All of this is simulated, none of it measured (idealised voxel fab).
Documented hereafter: the process module known as voxel wiring stack.
The cross-section shown here is cut; it is 240 nm wide and divided into square cells measuring 5 nm on a side.
Cross-section, as written here: a square-cell grid given band by band from the top down, where a band holds one or more rows of cells.
What a band's entry tells you: where the top is and where the bottom is, as heights in nm, and after that what lies inside, material by material from left to right, each with its width in nm. Empty space is written as the word "blank", and a single material marked with the word "throughout" occupies the band from edge to edge.
Height reference: 0 = level under which incoming wafer is all one material. Lowest band: no bottom, runs on downward, e.g. "0..down".
You'd read "30->40" like this: the band's top row of cells is as wide as the first number, its bottom row is as wide as the second, and going down, every row changes width by the same amount as the row before did.
Reading "no modification" for a step: not a cell of the cross-section changed in it.
Empty spaces counting at least 8 cells and having no open way to the top are listed in "Closed void register". The notation width x height at distance is used for each, the distance being from the left edge and all three values in nm.
That trailing text on a step's line, after the settings, is the simulator's own remark on the step.
The "overlay nm" setting may appear on a step's line; for a step that uses a mask, it gives how far to the right of its planned position the mask lay, and a negative value indicates the left.

### Set out below are the planned steps of the process
1 RECEIVE,material Si
2 CONFORMAL_DEP,material SiO2,thk nm 15
3 DIRECTIONAL_DEP,material TiN,thk nm 5
4 DIRECTIONAL_DEP,material Ru,thk nm 15
5 PATTERN,tone cover,mask id METAL_1,material resist,width nm 25,pitch nm 55,thk nm 15,overlay nm 0
6 DIRECTIONAL_ETCH,etch materials Ru,depth nm 15
7 DIRECTIONAL_ETCH,etch materials TiN,depth nm 5
8 STRIP,etch materials resist
9 CONFORMAL_DEP,material SiCN,thk nm 5
10 FILL_DEP,material lowk,thk nm 5
11 CMP,height nm 35
12 CONFORMAL_DEP,material SiCN,thk nm 5
13 DIRECTIONAL_DEP,material SiO2,thk nm 30
14 DIRECTIONAL_DEP,material aC,thk nm 10
15 PATTERN,tone open,mask id METAL_2_HOLES,material resist,width nm 15,pitch nm 55,thk nm 25,overlay nm 0
16 DIRECTIONAL_ETCH,etch materials aC,depth nm 10
17 STRIP,etch materials resist
18 DIRECTIONAL_ETCH,etch materials SiO2,depth nm 30
19 STRIP,etch materials aC
20 DIRECTIONAL_DEP,material aC,thk nm 15
21 PATTERN,tone open,mask id METAL_2,material resist,width nm 25,pitch nm 55,thk nm 35,overlay nm 0
22 DIRECTIONAL_ETCH,etch materials aC,depth nm 15
23 STRIP,etch materials resist
24 DIRECTIONAL_ETCH,etch materials SiO2,depth nm 15
25 DIRECTIONAL_ETCH,etch materials SiCN,depth nm 5
26 STRIP,etch materials aC
27 CONFORMAL_DEP,material TiN,thk nm 5
28 FILL_DEP,material Ru,thk nm 5
29 CMP,height nm 70
30 CONFORMAL_DEP,material SiCN,thk nm 5

### The following pertains to the first of two wafers, which was processed as planned

### Incoming wafer, cross-sectional view, post step 1
0..down  Si throughout
Closed void register: none

### Wafer xsec, post step 2
15..0  SiO2 throughout
Below 0 it's all the same as before, nothing changed down there.

### Wafer xsec, post step 3
20..15  TiN throughout
Below 15 it's all the same as before, nothing changed down there.

### Wafer xsec, post step 4
35..20  Ru throughout
Below 20 it's all the same as before, nothing changed down there.

### Wafer xsec, post step 5
50..35  blank (50), resist (25), blank (30), resist (25), blank (30), resist (25), blank (55)
Below 35 it's all the same as before, nothing changed down there.

### Wafer xsec, post step 6
50..35  blank (50), resist (25), blank (30), resist (25), blank (30), resist (25), blank (55)
35..20  blank (50), Ru (25), blank (30), Ru (25), blank (30), Ru (25), blank (55)
Below 20 it's all the same as before, nothing changed down there.

### Wafer xsec, post step 7
50..35  blank (50), resist (25), blank (30), resist (25), blank (30), resist (25), blank (55)
35..20  blank (50), Ru (25), blank (30), Ru (25), blank (30), Ru (25), blank (55)
20..15  blank (50), TiN (25), blank (30), TiN (25), blank (30), TiN (25), blank (55)
Below 15 it's all the same as before, nothing changed down there.

### Wafer xsec, post step 8
35..20  blank (50), Ru (25), blank (30), Ru (25), blank (30), Ru (25), blank (55)
Below 20 it's all the same as before, nothing changed down there.

### Wafer xsec, post step 9
40..35  blank (45), SiCN (35), blank (20), SiCN (35), blank (20), SiCN (35), blank (50)
35..20  blank (45), SiCN (5), Ru (25), SiCN (5), blank (20), SiCN (5), Ru (25), SiCN (5), blank (20), SiCN (5), Ru (25), SiCN (5), blank (50)
20..15  SiCN (50), TiN (25), SiCN (30), TiN (25), SiCN (30), TiN (25), SiCN (55)
Below 15 it's all the same as before, nothing changed down there.

### Wafer xsec, post step 10
45..40  lowk throughout
40..35  lowk (45), SiCN (35), lowk (20), SiCN (35), lowk (20), SiCN (35), lowk (50)
35..20  lowk (45), SiCN (5), Ru (25), SiCN (5), lowk (20), SiCN (5), Ru (25), SiCN (5), lowk (20), SiCN (5), Ru (25), SiCN (5), lowk (50)
Below 20 it's all the same as before, nothing changed down there.

### Wafer xsec, post step 11
35..20  lowk (45), SiCN (5), Ru (25), SiCN (5), lowk (20), SiCN (5), Ru (25), SiCN (5), lowk (20), SiCN (5), Ru (25), SiCN (5), lowk (50)
Below 20 it's all the same as before, nothing changed down there.

### Wafer xsec, post step 12
40..35  SiCN throughout
Below 35 it's all the same as before, nothing changed down there.

### Wafer xsec, post step 13
70..40  SiO2 throughout
Below 40 it's all the same as before, nothing changed down there.

### Wafer xsec, post step 14
80..70  aC throughout
Below 70 it's all the same as before, nothing changed down there.

### Wafer xsec, post step 15
105..80  resist (50), blank (15), resist (40), blank (15), resist (40), blank (15), resist (65)
Below 80 it's all the same as before, nothing changed down there.

### Wafer xsec, post step 16
95..80  resist (50), blank (15), resist (40), blank (15), resist (40), blank (15), resist (65)
80..70  aC (50), blank (15), aC (40), blank (15), aC (40), blank (15), aC (65)
Below 70 it's all the same as before, nothing changed down there.

### Wafer xsec, post step 17
80..70  aC (50), blank (15), aC (40), blank (15), aC (40), blank (15), aC (65)
Below 70 it's all the same as before, nothing changed down there.

### Wafer xsec, post step 18
80..70  aC (50), blank (15), aC (40), blank (15), aC (40), blank (15), aC (65)
70..40  SiO2 (50), blank (15), SiO2 (40), blank (15), SiO2 (40), blank (15), SiO2 (65)
Below 40 it's all the same as before, nothing changed down there.

### Wafer xsec, post step 19
70..40  SiO2 (50), blank (15), SiO2 (40), blank (15), SiO2 (40), blank (15), SiO2 (65)
Below 40 it's all the same as before, nothing changed down there.

### Wafer xsec, post step 20
85..70  aC (50), blank (15), aC (40), blank (15), aC (40), blank (15), aC (65)
70..55  SiO2 (50), blank (15), SiO2 (40), blank (15), SiO2 (40), blank (15), SiO2 (65)
55..40  SiO2 (50), aC (15), SiO2 (40), aC (15), SiO2 (40), aC (15), SiO2 (65)
Below 40 it's all the same as before, nothing changed down there.

### Wafer xsec, post step 21
120..85  resist (50), blank (25), resist (30), blank (25), resist (30), blank (25), resist (55)
Below 85 it's all the same as before, nothing changed down there.

### Wafer xsec, post step 22
105..85  resist (50), blank (25), resist (30), blank (25), resist (30), blank (25), resist (55)
85..70  aC (50), blank (25), aC (30), blank (25), aC (30), blank (25), aC (55)
70..40  SiO2 (50), blank (15), SiO2 (40), blank (15), SiO2 (40), blank (15), SiO2 (65)
Below 40 it's all the same as before, nothing changed down there.

### Wafer xsec, post step 23
85..70  aC (50), blank (25), aC (30), blank (25), aC (30), blank (25), aC (55)
Below 70 it's all the same as before, nothing changed down there.

### Wafer xsec, post step 24
85..70  aC (50), blank (25), aC (30), blank (25), aC (30), blank (25), aC (55)
70..55  SiO2 (50), blank (25), SiO2 (30), blank (25), SiO2 (30), blank (25), SiO2 (55)
Below 55 it's all the same as before, nothing changed down there.

### Wafer xsec, post step 25
85..70  aC (50), blank (25), aC (30), blank (25), aC (30), blank (25), aC (55)
70..55  SiO2 (50), blank (25), SiO2 (30), blank (25), SiO2 (30), blank (25), SiO2 (55)
55..40  SiO2 (50), blank (15), SiO2 (40), blank (15), SiO2 (40), blank (15), SiO2 (65)
40..35  SiCN (50), blank (15), SiCN (40), blank (15), SiCN (40), blank (15), SiCN (65)
Below 35 it's all the same as before, nothing changed down there.

### Wafer xsec, post step 26
70..55  SiO2 (50), blank (25), SiO2 (30), blank (25), SiO2 (30), blank (25), SiO2 (55)
Below 55 it's all the same as before, nothing changed down there.

### Wafer xsec, post step 27
75..70  TiN (55), blank (15), TiN (40), blank (15), TiN (40), blank (15), TiN (60)
70..60  SiO2 (50), TiN (5), blank (15), TiN (5), SiO2 (30), TiN (5), blank (15), TiN (5), SiO2 (30), TiN (5), blank (15), TiN (5), SiO2 (55)
60..55  SiO2 (50), TiN (5), blank (5), TiN (15), SiO2 (30), TiN (5), blank (5), TiN (15), SiO2 (30), TiN (5), blank (5), TiN (15), SiO2 (55)
55..40  SiO2 (50), TiN (5), blank (5), TiN (5), SiO2 (40), TiN (5), blank (5), TiN (5), SiO2 (40), TiN (5), blank (5), TiN (5), SiO2 (65)
40..35  SiCN (50), TiN (15), SiCN (40), TiN (15), SiCN (40), TiN (15), SiCN (65)
Below 35 it's all the same as before, nothing changed down there.

### Wafer xsec, post step 28
80..75  Ru throughout
75..70  TiN (55), Ru (15), TiN (40), Ru (15), TiN (40), Ru (15), TiN (60)
70..60  SiO2 (50), TiN (5), Ru (15), TiN (5), SiO2 (30), TiN (5), Ru (15), TiN (5), SiO2 (30), TiN (5), Ru (15), TiN (5), SiO2 (55)
60..55  SiO2 (50), TiN (5), Ru (5), TiN (15), SiO2 (30), TiN (5), Ru (5), TiN (15), SiO2 (30), TiN (5), Ru (5), TiN (15), SiO2 (55)
55..40  SiO2 (50), TiN (5), Ru (5), TiN (5), SiO2 (40), TiN (5), Ru (5), TiN (5), SiO2 (40), TiN (5), Ru (5), TiN (5), SiO2 (65)
Below 40 it's all the same as before, nothing changed down there.

### Wafer xsec, post step 29
70..60  SiO2 (50), TiN (5), Ru (15), TiN (5), SiO2 (30), TiN (5), Ru (15), TiN (5), SiO2 (30), TiN (5), Ru (15), TiN (5), SiO2 (55)
Below 60 it's all the same as before, nothing changed down there.

### Wafer xsec, post step 30
75..70  SiCN throughout
Below 70 it's all the same as before, nothing changed down there.

### The remaining wafer, second of the two, started like the first and was run to the same plan, except that one mistake was made along the way; the two coincide through step 2, inclusive

Cross-section of the second wafer at the time by which step 3 should have been completed according to the plan: no modification

### Cross-section of the second wafer at the time by which step 4 should have been completed according to the plan
30..15  Ru throughout
Below 15 it's all the same as before, nothing changed down there.

### Cross-section of the second wafer at the time by which step 5 should have been completed according to the plan
45..30  blank (50), resist (25), blank (30), resist (25), blank (30), resist (25), blank (55)
Below 30 it's all the same as before, nothing changed down there.

### Cross-section of the second wafer at the time by which step 6 should have been completed according to the plan
45..30  blank (50), resist (25), blank (30), resist (25), blank (30), resist (25), blank (55)
30..15  blank (50), Ru (25), blank (30), Ru (25), blank (30), Ru (25), blank (55)
Below 15 it's all the same as before, nothing changed down there.

Cross-section of the second wafer at the time by which step 7 should have been completed according to the plan: no modification

### Cross-section of the second wafer at the time by which step 8 should have been completed according to the plan
30..15  blank (50), Ru (25), blank (30), Ru (25), blank (30), Ru (25), blank (55)
Below 15 it's all the same as before, nothing changed down there.

### Cross-section of the second wafer at the time by which step 9 should have been completed according to the plan
35..30  blank (45), SiCN (35), blank (20), SiCN (35), blank (20), SiCN (35), blank (50)
30..20  blank (45), SiCN (5), Ru (25), SiCN (5), blank (20), SiCN (5), Ru (25), SiCN (5), blank (20), SiCN (5), Ru (25), SiCN (5), blank (50)
20..15  SiCN (50), Ru (25), SiCN (30), Ru (25), SiCN (30), Ru (25), SiCN (55)
Below 15 it's all the same as before, nothing changed down there.

### Cross-section of the second wafer at the time by which step 10 should have been completed according to the plan
40..35  lowk throughout
35..30  lowk (45), SiCN (35), lowk (20), SiCN (35), lowk (20), SiCN (35), lowk (50)
30..20  lowk (45), SiCN (5), Ru (25), SiCN (5), lowk (20), SiCN (5), Ru (25), SiCN (5), lowk (20), SiCN (5), Ru (25), SiCN (5), lowk (50)
Below 20 it's all the same as before, nothing changed down there.

### Cross-section of the second wafer at the time by which step 11 should have been completed according to the plan
35..30  lowk (45), SiCN (35), lowk (20), SiCN (35), lowk (20), SiCN (35), lowk (50)
Below 30 it's all the same as before, nothing changed down there.

### Cross-section of the second wafer at the time by which step 12 should have been completed according to the plan
40..35  SiCN throughout
Below 35 it's all the same as before, nothing changed down there.

### Cross-section of the second wafer at the time by which step 13 should have been completed according to the plan
70..40  SiO2 throughout
Below 40 it's all the same as before, nothing changed down there.

### Cross-section of the second wafer at the time by which step 14 should have been completed according to the plan
80..70  aC throughout
Below 70 it's all the same as before, nothing changed down there.

### Cross-section of the second wafer at the time by which step 15 should have been completed according to the plan
105..80  resist (50), blank (15), resist (40), blank (15), resist (40), blank (15), resist (65)
Below 80 it's all the same as before, nothing changed down there.

### Cross-section of the second wafer at the time by which step 16 should have been completed according to the plan
95..80  resist (50), blank (15), resist (40), blank (15), resist (40), blank (15), resist (65)
80..70  aC (50), blank (15), aC (40), blank (15), aC (40), blank (15), aC (65)
Below 70 it's all the same as before, nothing changed down there.

### Cross-section of the second wafer at the time by which step 17 should have been completed according to the plan
80..70  aC (50), blank (15), aC (40), blank (15), aC (40), blank (15), aC (65)
Below 70 it's all the same as before, nothing changed down there.

### Cross-section of the second wafer at the time by which step 18 should have been completed according to the plan
80..70  aC (50), blank (15), aC (40), blank (15), aC (40), blank (15), aC (65)
70..40  SiO2 (50), blank (15), SiO2 (40), blank (15), SiO2 (40), blank (15), SiO2 (65)
Below 40 it's all the same as before, nothing changed down there.

### Cross-section of the second wafer at the time by which step 19 should have been completed according to the plan
70..40  SiO2 (50), blank (15), SiO2 (40), blank (15), SiO2 (40), blank (15), SiO2 (65)
Below 40 it's all the same as before, nothing changed down there.

### Cross-section of the second wafer at the time by which step 20 should have been completed according to the plan
85..70  aC (50), blank (15), aC (40), blank (15), aC (40), blank (15), aC (65)
70..55  SiO2 (50), blank (15), SiO2 (40), blank (15), SiO2 (40), blank (15), SiO2 (65)
55..40  SiO2 (50), aC (15), SiO2 (40), aC (15), SiO2 (40), aC (15), SiO2 (65)
Below 40 it's all the same as before, nothing changed down there.

### Cross-section of the second wafer at the time by which step 21 should have been completed according to the plan
120..85  resist (50), blank (25), resist (30), blank (25), resist (30), blank (25), resist (55)
Below 85 it's all the same as before, nothing changed down there.

### Cross-section of the second wafer at the time by which step 22 should have been completed according to the plan
105..85  resist (50), blank (25), resist (30), blank (25), resist (30), blank (25), resist (55)
85..70  aC (50), blank (25), aC (30), blank (25), aC (30), blank (25), aC (55)
70..40  SiO2 (50), blank (15), SiO2 (40), blank (15), SiO2 (40), blank (15), SiO2 (65)
Below 40 it's all the same as before, nothing changed down there.

### Cross-section of the second wafer at the time by which step 23 should have been completed according to the plan
85..70  aC (50), blank (25), aC (30), blank (25), aC (30), blank (25), aC (55)
Below 70 it's all the same as before, nothing changed down there.

### Cross-section of the second wafer at the time by which step 24 should have been completed according to the plan
85..70  aC (50), blank (25), aC (30), blank (25), aC (30), blank (25), aC (55)
70..55  SiO2 (50), blank (25), SiO2 (30), blank (25), SiO2 (30), blank (25), SiO2 (55)
Below 55 it's all the same as before, nothing changed down there.

### Cross-section of the second wafer at the time by which step 25 should have been completed according to the plan
85..70  aC (50), blank (25), aC (30), blank (25), aC (30), blank (25), aC (55)
70..55  SiO2 (50), blank (25), SiO2 (30), blank (25), SiO2 (30), blank (25), SiO2 (55)
55..40  SiO2 (50), blank (15), SiO2 (40), blank (15), SiO2 (40), blank (15), SiO2 (65)
40..35  SiCN (50), blank (15), SiCN (40), blank (15), SiCN (40), blank (15), SiCN (65)
Below 35 it's all the same as before, nothing changed down there.

### Cross-section of the second wafer at the time by which step 26 should have been completed according to the plan
70..55  SiO2 (50), blank (25), SiO2 (30), blank (25), SiO2 (30), blank (25), SiO2 (55)
Below 55 it's all the same as before, nothing changed down there.

### Cross-section of the second wafer at the time by which step 27 should have been completed according to the plan
75..70  TiN (55), blank (15), TiN (40), blank (15), TiN (40), blank (15), TiN (60)
70..60  SiO2 (50), TiN (5), blank (15), TiN (5), SiO2 (30), TiN (5), blank (15), TiN (5), SiO2 (30), TiN (5), blank (15), TiN (5), SiO2 (55)
60..55  SiO2 (50), TiN (5), blank (5), TiN (15), SiO2 (30), TiN (5), blank (5), TiN (15), SiO2 (30), TiN (5), blank (5), TiN (15), SiO2 (55)
55..40  SiO2 (50), TiN (5), blank (5), TiN (5), SiO2 (40), TiN (5), blank (5), TiN (5), SiO2 (40), TiN (5), blank (5), TiN (5), SiO2 (65)
40..35  SiCN (50), TiN (15), SiCN (40), TiN (15), SiCN (40), TiN (15), SiCN (65)
Below 35 it's all the same as before, nothing changed down there.

### Cross-section of the second wafer at the time by which step 28 should have been completed according to the plan
80..75  Ru throughout
75..70  TiN (55), Ru (15), TiN (40), Ru (15), TiN (40), Ru (15), TiN (60)
70..60  SiO2 (50), TiN (5), Ru (15), TiN (5), SiO2 (30), TiN (5), Ru (15), TiN (5), SiO2 (30), TiN (5), Ru (15), TiN (5), SiO2 (55)
60..55  SiO2 (50), TiN (5), Ru (5), TiN (15), SiO2 (30), TiN (5), Ru (5), TiN (15), SiO2 (30), TiN (5), Ru (5), TiN (15), SiO2 (55)
55..40  SiO2 (50), TiN (5), Ru (5), TiN (5), SiO2 (40), TiN (5), Ru (5), TiN (5), SiO2 (40), TiN (5), Ru (5), TiN (5), SiO2 (65)
Below 40 it's all the same as before, nothing changed down there.

### Cross-section of the second wafer at the time by which step 29 should have been completed according to the plan
70..60  SiO2 (50), TiN (5), Ru (15), TiN (5), SiO2 (30), TiN (5), Ru (15), TiN (5), SiO2 (30), TiN (5), Ru (15), TiN (5), SiO2 (55)
Below 60 it's all the same as before, nothing changed down there.

### Cross-section of the second wafer at the time by which step 30 should have been completed according to the plan
75..70  SiCN throughout
Below 70 it's all the same as before, nothing changed down there.
In executing the process, a mistake was made relative to the plan: execution of step 3 of the plan did not take place, the step having been omitted
Once processing is complete, comparing cell counts shows that the second wafer has more or fewer of certain materials than the first: +15 SiCN | -15 TiN
